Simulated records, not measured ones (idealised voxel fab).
Module name: voxel fin reveal (process module)
This is section cut - it's 195 nm across, gridded in 5 nm square cells.
Cross-section layout: square cells on a grid; listed as bands, top to bottom; a band spans one or more cell rows.
Quick guide to a band line: top height, bottom height (nm) up front; then every material left to right with its width in nm. Only one material and it's marked "throughout"? Then it fills the band edge to edge. And "blank" just means empty space.
Below 0: as-received wafer, all one material; heights counted from there. Lowest band: no bottom, goes on down, written "0 and below".
Read "30..40" as a graded width: first number on top, second number at the bottom, same change between each pair of neighbouring rows.
A step reported as "no alterations made" is a step in which no cell of the cross-section changed.
Closed-off voids of 8+ cells (no open route to the top) go in "Trapped cavities", written width x height at distance from the left edge, in nm.
If you see something after the settings on a step's line, that's the simulator's own remark about that step.
The optional step-line setting "overlay nm" applies to steps with a mask and quantifies how far to the right of its planned location the mask lay, a negative value indicating leftward placement.
Pairs, read this way: before one process step on the one hand, after it on the other, the after cross-section ending at the lowest band that changed; the step between, settings included, beneath. Same starting wafer throughout, but possibly different runs of this module, so no pair continues from the pair above unless its entry headed "Pre-step condition" says so.

# Pre-step condition
> 0 and below | Si throughout
> Trapped cavities: none

# Step Result
> 10 down to 0 | SiN throughout
> Everything below 0 is unchanged.
> Trapped cavities: none
In between the cross-sections above, the run called for CONFORMAL_DEP,material SiN,thk nm 10

Pre-step condition: look at the pair above, its after cross-section is where this step starts.

# Step Result
> 30 down to 10 | 20 of blank, 15 of resist, 30 of blank, 15 of resist, 30 of blank, 15 of resist, 30 of blank, 15 of resist, 25 of blank
> Everything below 10 is unchanged.
> Trapped cavities: none
In between the cross-sections above, the run called for PATTERN,tone cover,mask id FINS,material resist,width nm 15,pitch nm 45,thk nm 20,overlay nm 0

Pre-step condition: look at the pair above, its after cross-section is where this step starts.

# Step Result
> 30 down to 10 | 20 of blank, 15 of resist, 30 of blank, 15 of resist, 30 of blank, 15 of resist, 30 of blank, 15 of resist, 25 of blank
> 10 down to 0 | 20 of blank, 15 of SiN, 30 of blank, 15 of SiN, 30 of blank, 15 of SiN, 30 of blank, 15 of SiN, 25 of blank
> Everything below 0 is unchanged.
> Trapped cavities: none
In between the cross-sections above, the run called for DIRECTIONAL_ETCH,etch materials SiN,depth nm 10

Pre-step condition: look at the pair above, its after cross-section is where this step starts.

# Step Result
> 30 down to 10 | 20 of blank, 15 of resist, 30 of blank, 15 of resist, 30 of blank, 15 of resist, 30 of blank, 15 of resist, 25 of blank
> 10 down to 0 | 20 of blank, 15 of SiN, 30 of blank, 15 of SiN, 30 of blank, 15 of SiN, 30 of blank, 15 of SiN, 25 of blank
> 0 down to -35 | 20 of blank, 15 of Si, 30 of blank, 15 of Si, 30 of blank, 15 of Si, 30 of blank, 15 of Si, 25 of blank
> Everything below -35 is unchanged.
> Trapped cavities: none
In between the cross-sections above, the run called for DIRECTIONAL_ETCH,etch materials Si,depth nm 35

Pre-step condition: look at the pair above, its after cross-section is where this step starts.

# Step Result
> 10 down to 0 | 20 of blank, 15 of SiN, 30 of blank, 15 of SiN, 30 of blank, 15 of SiN, 30 of blank, 15 of SiN, 25 of blank
> Everything below 0 is unchanged.
> Trapped cavities: none
In between the cross-sections above, the run called for STRIP,etch materials resist

Pre-step condition: look at the pair above, its after cross-section is where this step starts.

# Step Result
> 25 down to 10 | SiO2 throughout
> 10 down to 0 | 20 of SiO2, 15 of SiN, 30 of SiO2, 15 of SiN, 30 of SiO2, 15 of SiN, 30 of SiO2, 15 of SiN, 25 of SiO2
> 0 down to -35 | 20 of SiO2, 15 of Si, 30 of SiO2, 15 of Si, 30 of SiO2, 15 of Si, 30 of SiO2, 15 of Si, 25 of SiO2
> Everything below -35 is unchanged.
> Trapped cavities: none
In between the cross-sections above, the run called for FILL_DEP,material SiO2,thk nm 15

Pre-step condition: look at the pair above, its after cross-section is where this step starts.

# Step Result
> 10 down to 0 | 20 of SiO2, 15 of SiN, 30 of SiO2, 15 of SiN, 30 of SiO2, 15 of SiN, 30 of SiO2, 15 of SiN, 25 of SiO2
> Everything below 0 is unchanged.
> Trapped cavities: none
In between the cross-sections above, the run called for CMP,height nm 10

Pre-step condition: look at the pair above, its after cross-section is where this step starts.

# Step Result
> 10 down to 0 | 20 of blank, 15 of SiN, 30 of blank, 15 of SiN, 30 of blank, 15 of SiN, 30 of blank, 15 of SiN, 25 of blank
> 0 down to -25 | 20 of blank, 15 of Si, 30 of blank, 15 of Si, 30 of blank, 15 of Si, 30 of blank, 15 of Si, 25 of blank
> Everything below -25 is unchanged.
> Trapped cavities: none
In between the cross-sections above, the run called for SELECTIVE_ETCH,etch materials SiO2,depth nm 35

Pre-step condition: look at the pair above, its after cross-section is where this step starts.

# Step Result
> 0 down to -25 | 20 of blank, 15 of Si, 30 of blank, 15 of Si, 30 of blank, 15 of Si, 30 of blank, 15 of Si, 25 of blank
> Everything below -25 is unchanged.
> Trapped cavities: none
In between the cross-sections above, the run called for STRIP,etch materials SiN

# Pre-step condition
> 30 down to 10 | 20 of blank, 15 of resist, 30 of blank, 15 of resist, 30 of blank, 15 of resist, 30 of blank, 15 of resist, 25 of blank
> 10 down to 0 | 20 of blank, 15 of SiN, 30 of blank, 15 of SiN, 30 of blank, 15 of SiN, 30 of blank, 15 of SiN, 25 of blank
> 0 down to -35 | 20 of blank, 15 of Si, 30 of blank, 15 of Si, 30 of blank, 15 of Si, 30 of blank, 15 of Si, 25 of blank
> -35 and below | Si throughout
> Trapped cavities: none

# Step Result
> 30 down to 10 | 20 of blank, 15 of resist, 30 of blank, 15 of resist, 30 of blank, 15 of resist, 30 of blank, 15 of resist, 25 of blank
> 10 down to 0 | 20 of blank, 15 of SiN, 30 of blank, 15 of SiN, 30 of blank, 15 of SiN, 30 of blank, 15 of SiN, 25 of blank
> 0 down to -70 | 20 of blank, 15 of Si, 30 of blank, 15 of Si, 30 of blank, 15 of Si, 30 of blank, 15 of Si, 25 of blank
> Everything below -70 is unchanged.
> Trapped cavities: none
In between the cross-sections above, the run called for DIRECTIONAL_ETCH,etch materials Si,depth nm 35

Pre-step condition: look at the pair above, its after cross-section is where this step starts.

# Step Result
> 10 down to 0 | 20 of blank, 15 of SiN, 30 of blank, 15 of SiN, 30 of blank, 15 of SiN, 30 of blank, 15 of SiN, 25 of blank
> Everything below 0 is unchanged.
> Trapped cavities: none
In between the cross-sections above, the run called for STRIP,etch materials resist

Pre-step condition: look at the pair above, its after cross-section is where this step starts.

# Step Result
> 25 down to 10 | SiO2 throughout
> 10 down to 0 | 20 of SiO2, 15 of SiN, 30 of SiO2, 15 of SiN, 30 of SiO2, 15 of SiN, 30 of SiO2, 15 of SiN, 25 of SiO2
> 0 down to -70 | 20 of SiO2, 15 of Si, 30 of SiO2, 15 of Si, 30 of SiO2, 15 of Si, 30 of SiO2, 15 of Si, 25 of SiO2
> Everything below -70 is unchanged.
> Trapped cavities: none
In between the cross-sections above, the run called for FILL_DEP,material SiO2,thk nm 15

Pre-step condition: look at the pair above, its after cross-section is where this step starts.

# Step Result
> 10 down to 0 | 20 of SiO2, 15 of SiN, 30 of SiO2, 15 of SiN, 30 of SiO2, 15 of SiN, 30 of SiO2, 15 of SiN, 25 of SiO2
> Everything below 0 is unchanged.
> Trapped cavities: none
In between the cross-sections above, the run called for CMP,height nm 10

Pre-step condition: look at the pair above, its after cross-section is where this step starts.

# Step Result
> 10 down to 0 | 20 of blank, 15 of SiN, 30 of blank, 15 of SiN, 30 of blank, 15 of SiN, 30 of blank, 15 of SiN, 25 of blank
> 0 down to -25 | 20 of blank, 15 of Si, 30 of blank, 15 of Si, 30 of blank, 15 of Si, 30 of blank, 15 of Si, 25 of blank
> Everything below -25 is unchanged.
> Trapped cavities: none
In between the cross-sections above, the run called for SELECTIVE_ETCH,etch materials SiO2,depth nm 35

Pre-step condition: look at the pair above, its after cross-section is where this step starts.

# Step Result
> 0 down to -25 | 20 of blank, 15 of Si, 30 of blank, 15 of Si, 30 of blank, 15 of Si, 30 of blank, 15 of Si, 25 of blank
> Everything below -25 is unchanged.
> Trapped cavities: none
In between the cross-sections above, the run called for STRIP,etch materials SiN

# Pre-step condition
> 10 down to 0 | SiN throughout
> 0 and below | Si throughout
> Trapped cavities: none

# Step Result
> 0 and below | Si throughout
> Trapped cavities: none
In between the cross-sections above, the run called for DIRECTIONAL_ETCH,etch materials SiN,depth nm 10

Pre-step condition: look at the pair above, its after cross-section is where this step starts.

# Step Result
> 20 down to 0 | 20 of blank, 15 of resist, 30 of blank, 15 of resist, 30 of blank, 15 of resist, 30 of blank, 15 of resist, 25 of blank
> Everything below 0 is unchanged.
> Trapped cavities: none
In between the cross-sections above, the run called for PATTERN,tone cover,mask id FINS,material resist,width nm 15,pitch nm 45,thk nm 20,overlay nm 0

Pre-step condition: look at the pair above, its after cross-section is where this step starts.

# Step Result
> 20 down to 0 | 20 of blank, 15 of resist, 30 of blank, 15 of resist, 30 of blank, 15 of resist, 30 of blank, 15 of resist, 25 of blank
> 0 down to -35 | 20 of blank, 15 of Si, 30 of blank, 15 of Si, 30 of blank, 15 of Si, 30 of blank, 15 of Si, 25 of blank
> Everything below -35 is unchanged.
> Trapped cavities: none
In between the cross-sections above, the run called for DIRECTIONAL_ETCH,etch materials Si,depth nm 35

Pre-step condition: look at the pair above, its after cross-section is where this step starts.

# Step Result
> 0 down to -35 | 20 of blank, 15 of Si, 30 of blank, 15 of Si, 30 of blank, 15 of Si, 30 of blank, 15 of Si, 25 of blank
> Everything below -35 is unchanged.
> Trapped cavities: none
In between the cross-sections above, the run called for STRIP,etch materials resist

Pre-step condition: look at the pair above, its after cross-section is where this step starts.

# Step Result
> 15 down to 0 | SiO2 throughout
> 0 down to -35 | 20 of SiO2, 15 of Si, 30 of SiO2, 15 of Si, 30 of SiO2, 15 of Si, 30 of SiO2, 15 of Si, 25 of SiO2
> Everything below -35 is unchanged.
> Trapped cavities: none
In between the cross-sections above, the run called for FILL_DEP,material SiO2,thk nm 15

Pre-step condition: look at the pair above, its after cross-section is where this step starts.

# Step Result
> 10 down to 0 | SiO2 throughout
> Everything below 0 is unchanged.
> Trapped cavities: none
In between the cross-sections above, the run called for CMP,height nm 10

Pre-step condition: look at the pair above, its after cross-section is where this step starts.

# Step Result
> 0 down to -25 | 20 of blank, 15 of Si, 30 of blank, 15 of Si, 30 of blank, 15 of Si, 30 of blank, 15 of Si, 25 of blank
> Everything below -25 is unchanged.
> Trapped cavities: none
In between the cross-sections above, the run called for SELECTIVE_ETCH,etch materials SiO2,depth nm 35

# Pre-step condition
> 30 down to 10 | 20 of blank, 15 of resist, 30 of blank, 15 of resist, 30 of blank, 15 of resist, 30 of blank, 15 of resist, 25 of blank
> 10 down to 0 | 20 of blank, 15 of SiN, 30 of blank, 15 of SiN, 30 of blank, 15 of SiN, 30 of blank, 15 of SiN, 25 of blank
> 0 and below | Si throughout
> Trapped cavities: none

# Step Result
> 30 down to 10 | 20 of blank, 15 of resist, 30 of blank, 15 of resist, 30 of blank, 15 of resist, 30 of blank, 15 of resist, 25 of blank
> 10 down to 0 | 20 of blank, 15 of SiN, 30 of blank, 15 of SiN, 30 of blank, 15 of SiN, 30 of blank, 15 of SiN, 25 of blank
> 0 down to -45 | 20 of blank, 15 of Si, 30 of blank, 15 of Si, 30 of blank, 15 of Si, 30 of blank, 15 of Si, 25 of blank
> Everything below -45 is unchanged.
> Trapped cavities: none
In between the cross-sections above, the run called for DIRECTIONAL_ETCH,etch materials Si,depth nm 45

Pre-step condition: look at the pair above, its after cross-section is where this step starts.

# Step Result
> 10 down to 0 | 20 of blank, 15 of SiN, 30 of blank, 15 of SiN, 30 of blank, 15 of SiN, 30 of blank, 15 of SiN, 25 of blank
> Everything below 0 is unchanged.
> Trapped cavities: none
In between the cross-sections above, the run called for STRIP,etch materials resist

Pre-step condition: look at the pair above, its after cross-section is where this step starts.

# Step Result
> 25 down to 10 | SiO2 throughout
> 10 down to 0 | 20 of SiO2, 15 of SiN, 30 of SiO2, 15 of SiN, 30 of SiO2, 15 of SiN, 30 of SiO2, 15 of SiN, 25 of SiO2
> 0 down to -45 | 20 of SiO2, 15 of Si, 30 of SiO2, 15 of Si, 30 of SiO2, 15 of Si, 30 of SiO2, 15 of Si, 25 of SiO2
> Everything below -45 is unchanged.
> Trapped cavities: none
In between the cross-sections above, the run called for FILL_DEP,material SiO2,thk nm 15

Pre-step condition: look at the pair above, its after cross-section is where this step starts.

# Step Result
> 10 down to 0 | 20 of SiO2, 15 of SiN, 30 of SiO2, 15 of SiN, 30 of SiO2, 15 of SiN, 30 of SiO2, 15 of SiN, 25 of SiO2
> Everything below 0 is unchanged.
> Trapped cavities: none
In between the cross-sections above, the run called for CMP,height nm 10

Pre-step condition: look at the pair above, its after cross-section is where this step starts.

# Step Result
> 10 down to 0 | 20 of blank, 15 of SiN, 30 of blank, 15 of SiN, 30 of blank, 15 of SiN, 30 of blank, 15 of SiN, 25 of blank
> 0 down to -25 | 20 of blank, 15 of Si, 30 of blank, 15 of Si, 30 of blank, 15 of Si, 30 of blank, 15 of Si, 25 of blank
> Everything below -25 is unchanged.
> Trapped cavities: none
In between the cross-sections above, the run called for SELECTIVE_ETCH,etch materials SiO2,depth nm 35

Pre-step condition: look at the pair above, its after cross-section is where this step starts.

# Step Result
> 0 down to -25 | 20 of blank, 15 of Si, 30 of blank, 15 of Si, 30 of blank, 15 of Si, 30 of blank, 15 of Si, 25 of blank
> Everything below -25 is unchanged.
> Trapped cavities: none
In between the cross-sections above, the run called for STRIP,etch materials SiN

# Pre-step condition
> 10 down to 0 | SiN throughout
> 0 and below | Si throughout
> Trapped cavities: none

# Step Result
> 30 down to 10 | 15 of blank, 25 of resist, 20 of blank, 25 of resist, 20 of blank, 25 of resist, 20 of blank, 25 of resist, 20 of blank
> Everything below 10 is unchanged.
> Trapped cavities: none
In between the cross-sections above, the run called for PATTERN,tone cover,mask id FINS,material resist,width nm 25,pitch nm 45,thk nm 20,overlay nm 0

Pre-step condition: look at the pair above, its after cross-section is where this step starts.

# Step Result
> 30 down to 10 | 15 of blank, 25 of resist, 20 of blank, 25 of resist, 20 of blank, 25 of resist, 20 of blank, 25 of resist, 20 of blank
> 10 down to 0 | 15 of blank, 25 of SiN, 20 of blank, 25 of SiN, 20 of blank, 25 of SiN, 20 of blank, 25 of SiN, 20 of blank
> Everything below 0 is unchanged.
> Trapped cavities: none
In between the cross-sections above, the run called for DIRECTIONAL_ETCH,etch materials SiN,depth nm 10

Pre-step condition: look at the pair above, its after cross-section is where this step starts.

# Step Result
> 30 down to 10 | 15 of blank, 25 of resist, 20 of blank, 25 of resist, 20 of blank, 25 of resist, 20 of blank, 25 of resist, 20 of blank
> 10 down to 0 | 15 of blank, 25 of SiN, 20 of blank, 25 of SiN, 20 of blank, 25 of SiN, 20 of blank, 25 of SiN, 20 of blank
> 0 down to -35 | 15 of blank, 25 of Si, 20 of blank, 25 of Si, 20 of blank, 25 of Si, 20 of blank, 25 of Si, 20 of blank
> Everything below -35 is unchanged.
> Trapped cavities: none
In between the cross-sections above, the run called for DIRECTIONAL_ETCH,etch materials Si,depth nm 35

Pre-step condition: look at the pair above, its after cross-section is where this step starts.

# Step Result
> 10 down to 0 | 15 of blank, 25 of SiN, 20 of blank, 25 of SiN, 20 of blank, 25 of SiN, 20 of blank, 25 of SiN, 20 of blank
> Everything below 0 is unchanged.
> Trapped cavities: none
In between the cross-sections above, the run called for STRIP,etch materials resist

Pre-step condition: look at the pair above, its after cross-section is where this step starts.

# Step Result
> 25 down to 10 | SiO2 throughout
> 10 down to 0 | 15 of SiO2, 25 of SiN, 20 of SiO2, 25 of SiN, 20 of SiO2, 25 of SiN, 20 of SiO2, 25 of SiN, 20 of SiO2
> 0 down to -35 | 15 of SiO2, 25 of Si, 20 of SiO2, 25 of Si, 20 of SiO2, 25 of Si, 20 of SiO2, 25 of Si, 20 of SiO2
> Everything below -35 is unchanged.
> Trapped cavities: none
In between the cross-sections above, the run called for FILL_DEP,material SiO2,thk nm 15

Pre-step condition: look at the pair above, its after cross-section is where this step starts.

# Step Result
> 10 down to 0 | 15 of SiO2, 25 of SiN, 20 of SiO2, 25 of SiN, 20 of SiO2, 25 of SiN, 20 of SiO2, 25 of SiN, 20 of SiO2
> Everything below 0 is unchanged.
> Trapped cavities: none
In between the cross-sections above, the run called for CMP,height nm 10

Pre-step condition: look at the pair above, its after cross-section is where this step starts.

# Step Result
> 10 down to 0 | 15 of blank, 25 of SiN, 20 of blank, 25 of SiN, 20 of blank, 25 of SiN, 20 of blank, 25 of SiN, 20 of blank
> 0 down to -25 | 15 of blank, 25 of Si, 20 of blank, 25 of Si, 20 of blank, 25 of Si, 20 of blank, 25 of Si, 20 of blank
> Everything below -25 is unchanged.
> Trapped cavities: none
In between the cross-sections above, the run called for SELECTIVE_ETCH,etch materials SiO2,depth nm 35

Pre-step condition: look at the pair above, its after cross-section is where this step starts.

# Step Result
> 0 down to -25 | 15 of blank, 25 of Si, 20 of blank, 25 of Si, 20 of blank, 25 of Si, 20 of blank, 25 of Si, 20 of blank
> Everything below -25 is unchanged.
> Trapped cavities: none
In between the cross-sections above, the run called for STRIP,etch materials SiN

# Pre-step condition
> 10 down to 0 | SiN throughout
> 0 and below | Si throughout
> Trapped cavities: none

# Step Result
> 30 down to 10 | 25 of blank, 15 of resist, 30 of blank, 15 of resist, 30 of blank, 15 of resist, 30 of blank, 15 of resist, 20 of blank
> Everything below 10 is unchanged.
> Trapped cavities: none
In between the cross-sections above, the run called for PATTERN,tone cover,mask id FINS,material resist,width nm 15,pitch nm 45,thk nm 20,overlay nm 5

Pre-step condition: look at the pair above, its after cross-section is where this step starts.

# Step Result
> 30 down to 10 | 25 of blank, 15 of resist, 30 of blank, 15 of resist, 30 of blank, 15 of resist, 30 of blank, 15 of resist, 20 of blank
> 10 down to 0 | 25 of blank, 15 of SiN, 30 of blank, 15 of SiN, 30 of blank, 15 of SiN, 30 of blank, 15 of SiN, 20 of blank
> Everything below 0 is unchanged.
> Trapped cavities: none
In between the cross-sections above, the run called for DIRECTIONAL_ETCH,etch materials SiN,depth nm 10

Pre-step condition: look at the pair above, its after cross-section is where this step starts.

# Step Result
> 30 down to 10 | 25 of blank, 15 of resist, 30 of blank, 15 of resist, 30 of blank, 15 of resist, 30 of blank, 15 of resist, 20 of blank
> 10 down to 0 | 25 of blank, 15 of SiN, 30 of blank, 15 of SiN, 30 of blank, 15 of SiN, 30 of blank, 15 of SiN, 20 of blank
> 0 down to -35 | 25 of blank, 15 of Si, 30 of blank, 15 of Si, 30 of blank, 15 of Si, 30 of blank, 15 of Si, 20 of blank
> Everything below -35 is unchanged.
> Trapped cavities: none
In between the cross-sections above, the run called for DIRECTIONAL_ETCH,etch materials Si,depth nm 35

Pre-step condition: look at the pair above, its after cross-section is where this step starts.

# Step Result
> 10 down to 0 | 25 of blank, 15 of SiN, 30 of blank, 15 of SiN, 30 of blank, 15 of SiN, 30 of blank, 15 of SiN, 20 of blank
> Everything below 0 is unchanged.
> Trapped cavities: none
In between the cross-sections above, the run called for STRIP,etch materials resist

Pre-step condition: look at the pair above, its after cross-section is where this step starts.

# Step Result
> 25 down to 10 | SiO2 throughout
> 10 down to 0 | 25 of SiO2, 15 of SiN, 30 of SiO2, 15 of SiN, 30 of SiO2, 15 of SiN, 30 of SiO2, 15 of SiN, 20 of SiO2
> 0 down to -35 | 25 of SiO2, 15 of Si, 30 of SiO2, 15 of Si, 30 of SiO2, 15 of Si, 30 of SiO2, 15 of Si, 20 of SiO2
> Everything below -35 is unchanged.
> Trapped cavities: none
In between the cross-sections above, the run called for FILL_DEP,material SiO2,thk nm 15

Pre-step condition: look at the pair above, its after cross-section is where this step starts.

# Step Result
> 10 down to 0 | 25 of SiO2, 15 of SiN, 30 of SiO2, 15 of SiN, 30 of SiO2, 15 of SiN, 30 of SiO2, 15 of SiN, 20 of SiO2
> Everything below 0 is unchanged.
> Trapped cavities: none
In between the cross-sections above, the run called for CMP,height nm 10

Pre-step condition: look at the pair above, its after cross-section is where this step starts.

# Step Result
> 10 down to 0 | 25 of blank, 15 of SiN, 30 of blank, 15 of SiN, 30 of blank, 15 of SiN, 30 of blank, 15 of SiN, 20 of blank
> 0 down to -25 | 25 of blank, 15 of Si, 30 of blank, 15 of Si, 30 of blank, 15 of Si, 30 of blank, 15 of Si, 20 of blank
> Everything below -25 is unchanged.
> Trapped cavities: none
In between the cross-sections above, the run called for SELECTIVE_ETCH,etch materials SiO2,depth nm 35

Pre-step condition: look at the pair above, its after cross-section is where this step starts.

# Step Result
> 0 down to -25 | 25 of blank, 15 of Si, 30 of blank, 15 of Si, 30 of blank, 15 of Si, 30 of blank, 15 of Si, 20 of blank
> Everything below -25 is unchanged.
> Trapped cavities: none
In between the cross-sections above, the run called for STRIP,etch materials SiN

# Pre-step condition
> 10 down to 0 | 20 of blank, 15 of SiN, 30 of blank, 15 of SiN, 30 of blank, 15 of SiN, 30 of blank, 15 of SiN, 25 of blank
> 0 down to -25 | 20 of blank, 15 of Si, 30 of blank, 15 of Si, 30 of blank, 15 of Si, 30 of blank, 15 of Si, 25 of blank
> -25 down to -35 | 20 of SiO2, 15 of Si, 30 of SiO2, 15 of Si, 30 of SiO2, 15 of Si, 30 of SiO2, 15 of Si, 25 of SiO2
> -35 and below | Si throughout
> Trapped cavities: none

# Step Result
> 10 down to 0 | 20 of blank, 15 of SiN, 30 of blank, 15 of SiN, 30 of blank, 15 of SiN, 30 of blank, 15 of SiN, 25 of blank
> 0 down to -35 | 20 of blank, 15 of Si, 30 of blank, 15 of Si, 30 of blank, 15 of Si, 30 of blank, 15 of Si, 25 of blank
> Everything below -35 is unchanged.
> Trapped cavities: none
In between the cross-sections above, the run called for STRIP,etch materials SiO2

# Pre-step condition
> 10 down to 0 | SiN throughout
> 0 and below | Si throughout
> Trapped cavities: none

# Step Result
> 30 down to 10 | 20 of resist, 15 of blank, 30 of resist, 15 of blank, 30 of resist, 15 of blank, 30 of resist, 15 of blank, 25 of resist
> Everything below 10 is unchanged.
> Trapped cavities: none
In between the cross-sections above, the run called for PATTERN,tone open,mask id FINS,material resist,width nm 15,pitch nm 45,thk nm 20,overlay nm 0

Pre-step condition: look at the pair above, its after cross-section is where this step starts.

# Step Result
> 30 down to 10 | 20 of resist, 15 of blank, 30 of resist, 15 of blank, 30 of resist, 15 of blank, 30 of resist, 15 of blank, 25 of resist
> 10 down to 0 | 20 of SiN, 15 of blank, 30 of SiN, 15 of blank, 30 of SiN, 15 of blank, 30 of SiN, 15 of blank, 25 of SiN
> Everything below 0 is unchanged.
> Trapped cavities: none
In between the cross-sections above, the run called for DIRECTIONAL_ETCH,etch materials SiN,depth nm 10

Pre-step condition: look at the pair above, its after cross-section is where this step starts.

# Step Result
> 30 down to 10 | 20 of resist, 15 of blank, 30 of resist, 15 of blank, 30 of resist, 15 of blank, 30 of resist, 15 of blank, 25 of resist
> 10 down to 0 | 20 of SiN, 15 of blank, 30 of SiN, 15 of blank, 30 of SiN, 15 of blank, 30 of SiN, 15 of blank, 25 of SiN
> 0 down to -35 | 20 of Si, 15 of blank, 30 of Si, 15 of blank, 30 of Si, 15 of blank, 30 of Si, 15 of blank, 25 of Si
> Everything below -35 is unchanged.
> Trapped cavities: none
In between the cross-sections above, the run called for DIRECTIONAL_ETCH,etch materials Si,depth nm 35

Pre-step condition: look at the pair above, its after cross-section is where this step starts.

# Step Result
> 10 down to 0 | 20 of SiN, 15 of blank, 30 of SiN, 15 of blank, 30 of SiN, 15 of blank, 30 of SiN, 15 of blank, 25 of SiN
> Everything below 0 is unchanged.
> Trapped cavities: none
In between the cross-sections above, the run called for STRIP,etch materials resist

Pre-step condition: look at the pair above, its after cross-section is where this step starts.

# Step Result
> 25 down to 10 | SiO2 throughout
> 10 down to 0 | 20 of SiN, 15 of SiO2, 30 of SiN, 15 of SiO2, 30 of SiN, 15 of SiO2, 30 of SiN, 15 of SiO2, 25 of SiN
> 0 down to -35 | 20 of Si, 15 of SiO2, 30 of Si, 15 of SiO2, 30 of Si, 15 of SiO2, 30 of Si, 15 of SiO2, 25 of Si
> Everything below -35 is unchanged.
> Trapped cavities: none
In between the cross-sections above, the run called for FILL_DEP,material SiO2,thk nm 15

Pre-step condition: look at the pair above, its after cross-section is where this step starts.

# Step Result
> 10 down to 0 | 20 of SiN, 15 of SiO2, 30 of SiN, 15 of SiO2, 30 of SiN, 15 of SiO2, 30 of SiN, 15 of SiO2, 25 of SiN
> Everything below 0 is unchanged.
> Trapped cavities: none
In between the cross-sections above, the run called for CMP,height nm 10

Pre-step condition: look at the pair above, its after cross-section is where this step starts.

# Step Result
> 10 down to 0 | 20 of SiN, 15 of blank, 30 of SiN, 15 of blank, 30 of SiN, 15 of blank, 30 of SiN, 15 of blank, 25 of SiN
> 0 down to -25 | 20 of Si, 15 of blank, 30 of Si, 15 of blank, 30 of Si, 15 of blank, 30 of Si, 15 of blank, 25 of Si
> Everything below -25 is unchanged.
> Trapped cavities: none
In between the cross-sections above, the run called for SELECTIVE_ETCH,etch materials SiO2,depth nm 35

Pre-step condition: look at the pair above, its after cross-section is where this step starts.

# Step Result
> 0 down to -25 | 20 of Si, 15 of blank, 30 of Si, 15 of blank, 30 of Si, 15 of blank, 30 of Si, 15 of blank, 25 of Si
> Everything below -25 is unchanged.
> Trapped cavities: none
In between the cross-sections above, the run called for STRIP,etch materials SiN
